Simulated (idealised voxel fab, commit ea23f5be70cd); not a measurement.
Presented below is a process module, voxel released beams.
Shown is cross-section cut, with a width of 190 nm and square cells of size 5 nm.
Cross-section = grid of square cells, listed top down in bands; band = one or more rows.
Basically the band line says how high the top is and how high the bottom is, in nm, and then what's in it from left to right, every material with its width in nm. Empty space shows up as "blank", and if a single material carries "throughout" it runs the full band edge to edge.
Convention: height 0 is the level below which the wafer, as received, is all one material. The lowest band does not terminate at the bottom but continues downward, represented as "0 and below".
When a width is written as two numbers, as in "30..40", the first number is the width in the top row of cells of the band and the second is the width in its bottom row, and the width changes by the same amount from each row to the next.
"no change occurred" after a step means that no cell of the cross-section changed.
Under "Closed void entries" you'll find the enclosed gaps, the ones with no way out to the top, that are 8 cells or bigger; each reads width x height at distance, with distance counted from the left edge, everything in nm.
Text after the settings on a step's line: the simulator's own remark on that step.
If you see "overlay nm" on a step's line and that step has a mask, it's telling you how far right of where it was planned the mask ended up; a negative number means it went left instead.

Steps planned for the process:
step 1: RECEIVE (material Si)
step 2: CONFORMAL_DEP (material Al2O3; thk nm 5)
step 3: DIRECTIONAL_DEP (material SiO2; thk nm 20)
step 4: MASKED_ETCH (tone open; mask id ANCHOR; width nm 35; etch materials SiO2; depth nm 20; overlay nm 0)
step 5: CONFORMAL_DEP (material W; thk nm 15)
step 6: MASKED_ETCH (tone cover; mask id BEAM; width nm 90; etch materials W; depth nm 15; overlay nm 0)
step 7: STRIP (etch materials SiO2)

As received (post step 1): cross-section:
* 0 and below: Si throughout
* Closed void entries: none

End state of the module in cross-section, given the above starting point and plan and one mistake in execution:
* 30 down to 20: blank=45 / W=20 / blank=5 / W=65 / blank=55
* 20 down to 15: blank=45 / W=90 / blank=55
* 15 down to 5: blank=50 / W=35 / blank=105
* 5 down to 0: Al2O3 throughout
* 0 and below: Si throughout
* Closed void entries: none
Heads up, the wafer didn't run the way we planned it: off-plan run, step 3, actual operation and settings DIRECTIONAL_DEP (material SiO2; thk nm 10)
